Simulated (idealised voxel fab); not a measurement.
process module | voxel transistor to metal
cross-section cut | 195 nm wide | cells 5 nm
A cross-section is a grid of square cells, given in bands from the top down. A band is one or more rows of cells.
Each band's line starts with the height of the band's top and of its bottom, in nm. Then come its materials from left to right, each with its width in nm. One material with "throughout" fills the band from edge to edge. "air" is empty space.
Height 0 is the level under which the wafer as received is all one material. The lowest band goes on downwards, as in "0 down".
A width such as "30 to 40" changes by the same amount from each row of cells to the next, from the band's top row to its bottom row.
"no change" after a step means that no cell of the cross-section changed.
closed voids: empty space of 8 cells or more with no open way to the top, each as width x height at its distance from the left edge, in nm
after a step's settings: what the simulator itself notes on the step
overlay nm, on a step with a mask: how far to the right of its planned place the mask lay; to the left if negative
Each pair below shows a cross-section before one step and the cross-section after it, down to the lowest band that changed. The line under each pair gives the step between them, with its settings. The pairs can come from different runs of this module on the same starting wafer, so a pair continues from the pair above only where its "before" says so.
before
  45 to 40: SiN throughout
  40 to 30: SiO2 50 | TiN 5 | Ru 25 to 20 | TiN 5 to 10 | SiO2 25 | TiN 5 to 10 | Ru 25 to 20 | TiN 5 | SiO2 50
  30 to 20: SiO2 50 | TiN 5 | Ru 20 | TiN 5 | SiN 5 | SiO2 5 | SiCN 15 | SiO2 5 | SiN 5 | TiN 5 | Ru 20 | TiN 5 | SiO2 50
  20 to 10: SiO2 50 | TiN 5 | Ru 20 | TiN 5 | SiN 5 | SiO2 5 | polySi 15 | SiO2 5 | SiN 5 | TiN 5 | Ru 20 | TiN 5 | SiO2 50
  10 to 5: SiO2 50 | TiN 5 | Ru 20 | TiN 5 | SiN 5 | SiO2 5 | polySi 15 | SiO2 5 | SiN 5 | TiN 5 | Ru 10 | TiN 15 | SiO2 50
  5 to 0: SiO2 35 | SiN 5 | SiO2 10 | TiN 5 | Ru 10 | TiN 15 | SiN 5 | SiO2 5 | polySi 15 | SiO2 5 | SiN 5 | TiN 20 | SiN 5 | TiN 5 | SiO2 50
  0 to -5: SiO2 35 | SiN 5 | SiGe 10 | TiN 20 | SiGe 10 | SiN 5 | SiO2 5 | polySi 15 | SiO2 5 | SiN 5 | SiGe 20 | SiN 5 | TiN 5 | SiO2 50
  -5 to -10: SiO2 40 | SiGe 40 | SiO2 35 | SiGe 20 | SiO2 60
  -10 to -15: SiO2 35 | Si 5 | SiGe 40 | Si 35 | SiGe 20 | Si 15 | SiO2 45
  -15 to -30: SiO2 35 | Si 115 | SiO2 45
  -30 down: Si throughout
  closed voids: none
after
  70 to 45: lowk throughout
  below 45: unchanged
  closed voids: none
the step between: op DIRECTIONAL_DEP | material lowk | thk nm 25
before: the cross-section after the pair above
after
  70 to 45: lowk 50 | air 20 | lowk 55 | air 20 | lowk 50
  below 45: unchanged
  closed voids: none
the step between: op MASKED_ETCH | tone open | mask id METAL_1 | width nm 20 | pitch nm 75 | etch materials lowk | depth nm 25 | overlay nm 0
before: the cross-section after the pair above
after
  70 to 45: lowk 50 | air 20 | lowk 55 | air 20 | lowk 50
  45 to 40: SiN 50 | air 20 | SiN 55 | air 20 | SiN 50
  below 40: unchanged
  closed voids: none
the step between: op MASKED_ETCH | tone open | mask id METAL_1 | width nm 20 | pitch nm 75 | etch materials SiN | depth nm 5 | overlay nm 0
before: the cross-section after the pair above
after
  75 to 70: TiN 55 | air 10 | TiN 65 | air 10 | TiN 55
  70 to 45: lowk 50 | TiN 5 | air 10 | TiN 5 | lowk 55 | TiN 5 | air 10 | TiN 5 | lowk 50
  45 to 40: SiN 50 | TiN 20 | SiN 55 | TiN 20 | SiN 50
  below 40: unchanged
  closed voids: none
the step between: op CONFORMAL_DEP | material TiN | thk nm 5
before: the cross-section after the pair above
after
  85 to 75: W throughout
  75 to 70: TiN 55 | W 10 | TiN 65 | W 10 | TiN 55
  70 to 45: lowk 50 | TiN 5 | W 10 | TiN 5 | lowk 55 | TiN 5 | W 10 | TiN 5 | lowk 50
  below 45: unchanged
  closed voids: none
the step between: op FILL_DEP | material W | thk nm 10
before: the cross-section after the pair above
after
  70 to 45: lowk 50 | TiN 5 | W 10 | TiN 5 | lowk 55 | TiN 5 | W 10 | TiN 5 | lowk 50
  below 45: unchanged
  closed voids: none
the step between: op CMP | height nm 70
before: the cross-section after the pair above
after
  75 to 70: SiCN throughout
  below 70: unchanged
  closed voids: none
the step between: op CONFORMAL_DEP | material SiCN | thk nm 5
before
  70 to 45: lowk 50 | air 20 | lowk 55 | air 20 | lowk 50
  45 to 40: SiN 50 | air 20 | SiN 55 | air 20 | SiN 50
  40 to 30: SiO2 50 | TiN 5 | Ru 25 to 20 | TiN 5 to 10 | SiO2 25 | TiN 5 to 10 | Ru 25 to 20 | TiN 5 | SiO2 50
  30 to 20: SiO2 50 | TiN 5 | Ru 20 | TiN 5 | SiN 5 | SiO2 5 | SiCN 15 | SiO2 5 | SiN 5 | TiN 5 | Ru 20 | TiN 5 | SiO2 50
  20 to 5: SiO2 50 | TiN 5 | Ru 20 | TiN 5 | SiN 5 | SiO2 5 | polySi 15 | SiO2 5 | SiN 5 | TiN 5 | Ru 20 | TiN 5 | SiO2 50
  5 to 0: SiO2 45 | SiN 5 | TiN 30 | SiN 5 | SiO2 5 | polySi 15 | SiO2 5 | SiN 5 | TiN 30 | SiN 5 | SiO2 45
  0 to -5: SiO2 45 | SiN 5 | SiGe 10 | TiN 10 | SiGe 10 | SiN 5 | SiO2 5 | polySi 15 | SiO2 5 | SiN 5 | SiGe 10 | TiN 10 | SiGe 10 | SiN 5 | SiO2 45
  -5 to -10: SiO2 50 | SiGe 30 | SiO2 35 | SiGe 30 | SiO2 50
  -10 to -15: SiO2 45 | Si 5 | SiGe 30 | Si 35 | SiGe 30 | Si 5 | SiO2 45
  -15 to -30: SiO2 45 | Si 105 | SiO2 45
  -30 down: Si throughout
  closed voids: none
after
  75 to 70: SiO2 55 | air 10 | SiO2 65 | air 10 | SiO2 55
  70 to 45: lowk 50 | SiO2 5 | air 10 | SiO2 5 | lowk 55 | SiO2 5 | air 10 | SiO2 5 | lowk 50
  45 to 40: SiN 50 | SiO2 20 | SiN 55 | SiO2 20 | SiN 50
  below 40: unchanged
  closed voids: none
the step between: op CONFORMAL_DEP | material SiO2 | thk nm 5
before: the cross-section after the pair above
after
  85 to 75: W throughout
  75 to 70: SiO2 55 | W 10 | SiO2 65 | W 10 | SiO2 55
  70 to 45: lowk 50 | SiO2 5 | W 10 | SiO2 5 | lowk 55 | SiO2 5 | W 10 | SiO2 5 | lowk 50
  below 45: unchanged
  closed voids: none
the step between: op FILL_DEP | material W | thk nm 10
before: the cross-section after the pair above
after
  70 to 45: lowk 50 | SiO2 5 | W 10 | SiO2 5 | lowk 55 | SiO2 5 | W 10 | SiO2 5 | lowk 50
  below 45: unchanged
  closed voids: none
the step between: op CMP | height nm 70
before: the cross-section after the pair above
after
  75 to 70: SiCN throughout
  below 70: unchanged
  closed voids: none
the step between: op CONFORMAL_DEP | material SiCN | thk nm 5
before
  15 to 0: SiN throughout
  0 to -5: SiO2 throughout
  -5 down: Si throughout
  closed voids: none
after
  15 to 0: SiN 45 | air 105 | SiN 45
  below 0: unchanged
  closed voids: none
the step between: op MASKED_ETCH | tone open | mask id ACTIVE | width nm 105 | etch materials SiN | depth nm 15 | overlay nm 0
before: the cross-section after the pair above
after
  30 to 15: SiO2 throughout
  15 to 0: SiN 45 | SiO2 105 | SiN 45
  below 0: unchanged
  closed voids: none
the step between: op FILL_DEP | material SiO2 | thk nm 15
before: the cross-section after the pair above
after
  15 to 0: SiN 45 | SiO2 105 | SiN 45
  below 0: unchanged
  closed voids: none
the step between: op CMP | height nm 15
before: the cross-section after the pair above
after
  15 to 10: SiN 45 | air 105 | SiN 45
  below 10: unchanged
  closed voids: none
the step between: op SELECTIVE_ETCH | etch materials SiO2 | depth nm 5
before: the cross-section after the pair above
after
  10 to 0: air 45 | SiO2 105 | air 45
  below 0: unchanged
  closed voids: none
the step between: op STRIP | etch materials SiN
before: the cross-section after the pair above
after
  5 to -5: air 50 | SiO2 95 | air 50
  below -5: unchanged
  closed voids: none
the step between: op SELECTIVE_ETCH | etch materials SiO2 | depth nm 5
before: the cross-section after the pair above
after
  5 to -5: air 50 | SiO2 95 | air 50
  -5 to -10: SiO2 55 | Si 85 | SiO2 55
  below -10: unchanged
  closed voids: none
the step between: op OXIDIZE | depth nm 5
before: the cross-section after the pair above
after
  30 to 20: air 50 | polySi 95 | air 50
  20 to 5: polySi throughout
  5 to -5: polySi 50 | SiO2 95 | polySi 50
  below -5: unchanged
  closed voids: none
the step between: op DIRECTIONAL_DEP | material polySi | thk nm 25
before: the cross-section after the pair above
after
  40 to 30: air 50 | SiCN 95 | air 50
  30 to 20: SiCN 50 | polySi 95 | SiCN 50
  below 20: unchanged
  closed voids: none
the step between: op DIRECTIONAL_DEP | material SiCN | thk nm 10
before: the cross-section after the pair above
after
  40 to 30: air 90 | SiCN 15 | air 90
  30 to 20: air 50 | polySi 95 | air 50
  below 20: unchanged
  closed voids: none
the step between: op MASKED_ETCH | tone cover | mask id GATE | width nm 15 | etch materials SiCN | depth nm 20 | overlay nm 0
before: the cross-section after the pair above
after
  40 to 30: air 90 | SiCN 15 | air 90
  30 to 5: air 90 | polySi 15 | air 90
  5 to -5: air 50 | SiO2 95 | air 50
  below -5: unchanged
  closed voids: none
the step between: op MASKED_ETCH | tone cover | mask id GATE | width nm 15 | etch materials polySi | depth nm 35 | overlay nm 0
before: the cross-section after the pair above
after
  45 to 40: air 85 | SiO2 25 | air 85
  40 to 30: air 85 | SiO2 5 | SiCN 15 | SiO2 5 | air 85
  30 to 10: air 85 | SiO2 5 | polySi 15 | SiO2 5 | air 85
  10 to 5: air 45 | SiO2 45 | polySi 15 | SiO2 45 | air 45
  5 to 0: air 45 | SiO2 105 | air 45
  0 to -5: SiO2 throughout
  below -5: unchanged
  closed voids: none
the step between: op CONFORMAL_DEP | material SiO2 | thk nm 5
before: the cross-section after the pair above
after
  40 to 30: air 85 | SiO2 5 | SiCN 15 | SiO2 5 | air 85
  30 to 5: air 85 | SiO2 5 | polySi 15 | SiO2 5 | air 85
  5 to -5: air 45 | SiO2 105 | air 45
  below -5: unchanged
  closed voids: none
the step between: op DIRECTIONAL_ETCH | etch materials SiO2 | depth nm 5
before: the cross-section after the pair above
after
  45 to 40: air 80 | SiN 35 | air 80
  40 to 30: air 80 | SiN 5 | SiO2 5 | SiCN 15 | SiO2 5 | SiN 5 | air 80
  30 to 10: air 80 | SiN 5 | SiO2 5 | polySi 15 | SiO2 5 | SiN 5 | air 80
  10 to 5: air 40 | SiN 45 | SiO2 5 | polySi 15 | SiO2 5 | SiN 45 | air 40
  5 to 0: air 40 | SiN 5 | SiO2 105 | SiN 5 | air 40
  0 to -5: SiN 45 | SiO2 105 | SiN 45
  below -5: unchanged
  closed voids: none
the step between: op CONFORMAL_DEP | material SiN | thk nm 5
before: the cross-section after the pair above
after
  40 to 30: air 80 | SiN 5 | SiO2 5 | SiCN 15 | SiO2 5 | SiN 5 | air 80
  30 to 5: air 80 | SiN 5 | SiO2 5 | polySi 15 | SiO2 5 | SiN 5 | air 80
  5 to -5: air 40 | SiN 5 | SiO2 105 | SiN 5 | air 40
  below -5: unchanged
  closed voids: none
the step between: op DIRECTIONAL_ETCH | etch materials SiN | depth nm 5
before: the cross-section after the pair above
after
  40 to 35: air 80 | SiN 5 | air 5 | SiCN 15 | air 5 | SiN 5 | air 80
  35 to 30: air 80 | SiN 5 | SiO2 5 | SiCN 15 | SiO2 5 | SiN 5 | air 80
  30 to 5: air 80 | SiN 5 | SiO2 5 | polySi 15 | SiO2 5 | SiN 5 | air 80
  5 to 0: air 40 | SiN 5 | air 35 | SiO2 35 | air 35 | SiN 5 | air 40
  0 to -5: air 40 | SiN 5 | SiO2 105 | SiN 5 | air 40
  -5 to -10: air 40 | SiO2 15 | Si 85 | SiO2 15 | air 40
  below -10: unchanged
  closed voids: none
the step between: op DIRECTIONAL_ETCH | etch materials SiO2 | depth nm 5
before: the cross-section after the pair above
after
  40 to 35: air 80 | SiN 5 | air 5 | SiCN 15 | air 5 | SiN 5 | air 80
  35 to 30: air 80 | SiN 5 | SiO2 5 | SiCN 15 | SiO2 5 | SiN 5 | air 80
  30 to 5: air 80 | SiN 5 | SiO2 5 | polySi 15 | SiO2 5 | SiN 5 | air 80
  5 to 0: air 40 | SiN 5 | air 35 | SiO2 35 | air 35 | SiN 5 | air 40
  0 to -5: air 40 | SiN 5 | SiO2 105 | SiN 5 | air 40
  -5 to -10: air 40 | SiO2 15 | Si 85 | SiO2 15 | air 40
  -10 to -15: air 40 | Si 115 | air 40
  below -15: unchanged
  closed voids: none
the step between: op DIRECTIONAL_ETCH | etch materials Si | depth nm 5
before: the cross-section after the pair above
after
  40 to 35: air 80 | SiN 5 | air 5 | SiCN 15 | air 5 | SiN 5 | air 80
  35 to 30: air 80 | SiN 5 | SiO2 5 | SiCN 15 | SiO2 5 | SiN 5 | air 80
  30 to 5: air 80 | SiN 5 | SiO2 5 | polySi 15 | SiO2 5 | SiN 5 | air 80
  5 to 0: air 40 | SiN 5 | air 35 | SiO2 35 | air 35 | SiN 5 | air 40
  0 to -5: air 30 | SiGe 10 | SiN 5 | SiO2 105 | SiN 5 | SiGe 10 | air 30
  -5 to -10: SiGe 40 | SiO2 15 | Si 85 | SiO2 15 | SiGe 40
  -10 to -15: SiGe 40 | Si 115 | SiGe 40
  below -15: unchanged
  closed voids: none
the step between: op EPI | material SiGe | thk nm 10
before: the cross-section after the pair above
after
  45 to 40: SiO2 throughout
  40 to 30: SiO2 80 | SiN 5 | SiO2 5 | SiCN 15 | SiO2 5 | SiN 5 | SiO2 80
  30 to 5: SiO2 80 | SiN 5 | SiO2 5 | polySi 15 | SiO2 5 | SiN 5 | SiO2 80
  5 to 0: SiO2 40 | SiN 5 | SiO2 105 | SiN 5 | SiO2 40
  0 to -5: SiO2 30 | SiGe 10 | SiN 5 | SiO2 105 | SiN 5 | SiGe 10 | SiO2 30
  below -5: unchanged
  closed voids: none
the step between: op FILL_DEP | material SiO2 | thk nm 5
before: the cross-section after the pair above
after
  30 to 5: SiO2 80 | SiN 5 | SiO2 5 | polySi 15 | SiO2 5 | SiN 5 | SiO2 80
  below 5: unchanged
  closed voids: none
the step between: op CMP | height nm 30
before: the cross-section after the pair above
after
  40 to 30: SiO2 throughout
  below 30: unchanged
  closed voids: none
the step between: op DIRECTIONAL_DEP | material SiO2 | thk nm 10
before: the cross-section after the pair above
after
  55 to 40: aC throughout
  below 40: unchanged
  closed voids: none
the step between: op DIRECTIONAL_DEP | material aC | thk nm 15
before: the cross-section after the pair above
after
  90 to 55: resist 50 | air 35 | resist 25 | air 35 | resist 50
  below 55: unchanged
  closed voids: none
the step between: op PATTERN | tone open | mask id CONTACT | material resist | width nm 35 | pitch nm 60 | thk nm 35 | overlay nm 0
before: the cross-section after the pair above
after
  75 to 55: resist 50 | air 35 | resist 25 | air 35 | resist 50
  55 to 40: aC 50 | air 35 | aC 25 | air 35 | aC 50
  below 40: unchanged
  closed voids: none
the step between: op DIRECTIONAL_ETCH | etch materials aC | depth nm 15
before: the cross-section after the pair above
after
  55 to 40: aC 50 | air 35 | aC 25 | air 35 | aC 50
  below 40: unchanged
  closed voids: none
the step between: op STRIP | etch materials resist
before: the cross-section after the pair above
after
  55 to 40: aC 50 | air 35 | aC 25 | air 35 | aC 50
  40 to 30: SiO2 50 | air 35 | SiO2 25 | air 35 | SiO2 50
  30 to 5: SiO2 50 | air 30 | SiN 5 | SiO2 5 | polySi 15 | SiO2 5 | SiN 5 | air 30 | SiO2 50
  5 to 0: SiO2 40 | SiN 5 | SiO2 5 | air 30 | SiO2 35 | air 30 | SiO2 5 | SiN 5 | SiO2 40
  0 to -5: SiO2 30 | SiGe 10 | SiN 5 | SiO2 5 | air 30 | SiO2 35 | air 30 | SiO2 5 | SiN 5 | SiGe 10 | SiO2 30
  below -5: unchanged
  closed voids: none
the step between: op DIRECTIONAL_ETCH | etch materials SiO2 | depth nm 45
before: the cross-section after the pair above
after
  40 to 30: SiO2 50 | air 35 | SiO2 25 | air 35 | SiO2 50
  below 30: unchanged
  closed voids: none
the step between: op STRIP | etch materials aC
before: the cross-section after the pair above
after
  45 to 40: TiN 55 | air 25 | TiN 35 | air 25 | TiN 55
  40 to 30: SiO2 50 | TiN 5 | air 25 to 20 | TiN 5 to 10 | SiO2 25 | TiN 5 to 10 | air 25 to 20 | TiN 5 | SiO2 50
  30 to 5: SiO2 50 | TiN 5 | air 20 | TiN 5 | SiN 5 | SiO2 5 | polySi 15 | SiO2 5 | SiN 5 | TiN 5 | air 20 | TiN 5 | SiO2 50
  5 to 0: SiO2 40 | SiN 5 | SiO2 5 | TiN 5 | air 20 | TiN 5 | SiO2 35 | TiN 5 | air 20 | TiN 5 | SiO2 5 | SiN 5 | SiO2 40
  0 to -5: SiO2 30 | SiGe 10 | SiN 5 | SiO2 5 | TiN 30 | SiO2 35 | TiN 30 | SiO2 5 | SiN 5 | SiGe 10 | SiO2 30
  below -5: unchanged
  closed voids: none
the step between: op CONFORMAL_DEP | material TiN | thk nm 5
before: the cross-section after the pair above
after
  55 to 45: Ru throughout
  45 to 40: TiN 55 | Ru 25 | TiN 35 | Ru 25 | TiN 55
  40 to 30: SiO2 50 | TiN 5 | Ru 25 to 20 | TiN 5 to 10 | SiO2 25 | TiN 5 to 10 | Ru 25 to 20 | TiN 5 | SiO2 50
  30 to 5: SiO2 50 | TiN 5 | Ru 20 | TiN 5 | SiN 5 | SiO2 5 | polySi 15 | SiO2 5 | SiN 5 | TiN 5 | Ru 20 | TiN 5 | SiO2 50
  5 to 0: SiO2 40 | SiN 5 | SiO2 5 | TiN 5 | Ru 20 | TiN 5 | SiO2 35 | TiN 5 | Ru 20 | TiN 5 | SiO2 5 | SiN 5 | SiO2 40
  below 0: unchanged
  closed voids: none
the step between: op FILL_DEP | material Ru | thk nm 10
before: the cross-section after the pair above
after
  40 to 30: SiO2 50 | TiN 5 | Ru 25 to 20 | TiN 5 to 10 | SiO2 25 | TiN 5 to 10 | Ru 25 to 20 | TiN 5 | SiO2 50
  below 30: unchanged
  closed voids: none
the step between: op CMP | height nm 40
before: the cross-section after the pair above
after
  45 to 40: SiN throughout
  below 40: unchanged
  closed voids: none
the step between: op CONFORMAL_DEP | material SiN | thk nm 5
before: the cross-section after the pair above
after
  70 to 45: lowk throughout
  below 45: unchanged
  closed voids: none
the step between: op DIRECTIONAL_DEP | material lowk | thk nm 25
before: the cross-section after the pair above
after
  70 to 45: lowk 50 | air 20 | lowk 55 | air 20 | lowk 50
  below 45: unchanged
  closed voids: none
the step between: op MASKED_ETCH | tone open | mask id METAL_1 | width nm 20 | pitch nm 75 | etch materials lowk | depth nm 25 | overlay nm 0
before: the cross-section after the pair above
after
  70 to 45: lowk 50 | air 20 | lowk 55 | air 20 | lowk 50
  45 to 40: SiN 50 | air 20 | SiN 55 | air 20 | SiN 50
  below 40: unchanged
  closed voids: none
the step between: op MASKED_ETCH | tone open | mask id METAL_1 | width nm 20 | pitch nm 75 | etch materials SiN | depth nm 5 | overlay nm 0
before: the cross-section after the pair above
after
  75 to 70: TiN 55 | air 10 | TiN 65 | air 10 | TiN 55
  70 to 45: lowk 50 | TiN 5 | air 10 | TiN 5 | lowk 55 | TiN 5 | air 10 | TiN 5 | lowk 50
  45 to 40: SiN 50 | TiN 20 | SiN 55 | TiN 20 | SiN 50
  below 40: unchanged
  closed voids: none
the step between: op CONFORMAL_DEP | material TiN | thk nm 5
before: the cross-section after the pair above
after
  85 to 75: W throughout
  75 to 70: TiN 55 | W 10 | TiN 65 | W 10 | TiN 55
  70 to 45: lowk 50 | TiN 5 | W 10 | TiN 5 | lowk 55 | TiN 5 | W 10 | TiN 5 | lowk 50
  below 45: unchanged
  closed voids: none
the step between: op FILL_DEP | material W | thk nm 10
before: the cross-section after the pair above
after
  70 to 45: lowk 50 | TiN 5 | W 10 | TiN 5 | lowk 55 | TiN 5 | W 10 | TiN 5 | lowk 50
  below 45: unchanged
  closed voids: none
the step between: op CMP | height nm 70
before: the cross-section after the pair above
after
  75 to 70: SiCN throughout
  below 70: unchanged
  closed voids: none
the step between: op CONFORMAL_DEP | material SiCN | thk nm 5
